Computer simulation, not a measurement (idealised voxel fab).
Process module under the name voxel lift off
Square cell edge 5 nm, section width 175 nm, ID cut.
A cross-section is written here as square cells arranged in a grid, and it is given in bands from the top down, each band taking up one or more rows of cells. What a band's entry tells you: where the top is and where the bottom is, as heights in nm, and after that what lies inside, material by material from left to right, each with its width in nm. Empty space is written as the word "blank", and a single material marked with the word "all across" occupies the band from edge to edge. The level at which height equals 0 is the one under which the wafer, as it arrives, is entirely one material. No lower edge exists for the bottom band, which continues downward and is notated as in "top 0, no bottom". So if you see something like "30 to 40" for the width, read it as the top row of the band sitting at the first number and the bottom row at the second, with every row in between moving by the same amount as the last. Where a step carries "nothing got changed", the cross-section came out of it unchanged, cell for cell. "Enclosed empty spaces" lists enclosed empty spaces (at least 8 cells, no open path upward to the top), each as width x height at distance from the left edge, in nm. Past the settings on a step's line: simulator remark, on that step. On any step carrying a mask, the "overlay nm" setting, if present on the step's line, tells how far right of its planned place the mask lay; negative values point to the left.
[Process steps (planned)]
step 1: op RECEIVE | material Si
step 2: op CONFORMAL_DEP | material SiO2 | thk nm 15
step 3: op PATTERN | tone open | mask id LINES | material resist | width nm 30 | pitch nm 45 | thk nm 30 | overlay nm 0
step 4: op DIRECTIONAL_DEP | material Ru | thk nm 15
step 5: op STRIP | etch materials resist
step 6: op CONFORMAL_DEP | material SiO2 | thk nm 5
[Here's what the wafer looked like in cross-section when it arrived - that's after step 1]
	top 0, no bottom  Si all across
	Enclosed empty spaces: none
[Below is the wafer in cross-section after the module was completed. It began from the starting point shown above and followed the plan shown above, except that one mistake was made while running it]
	top 35, bottom 30  blank 35, SiO2 40, blank 5, SiO2 40, blank 55
	top 30, bottom 20  blank 35, SiO2 5, Ru 30, SiO2 5, blank 5, SiO2 5, Ru 30, SiO2 5, blank 55
	top 20, bottom 15  SiO2 40, Ru 30, SiO2 15, Ru 30, SiO2 60
	top 15, bottom 0  SiO2 all across
	top 0, no bottom  Si all across
	Enclosed empty spaces: none
Here's what went sideways: step 3 deviated from plan and actually ran as op PATTERN | tone open | mask id LINES | material resist | width nm 30 | pitch nm 45 | thk nm 30 | overlay nm -10
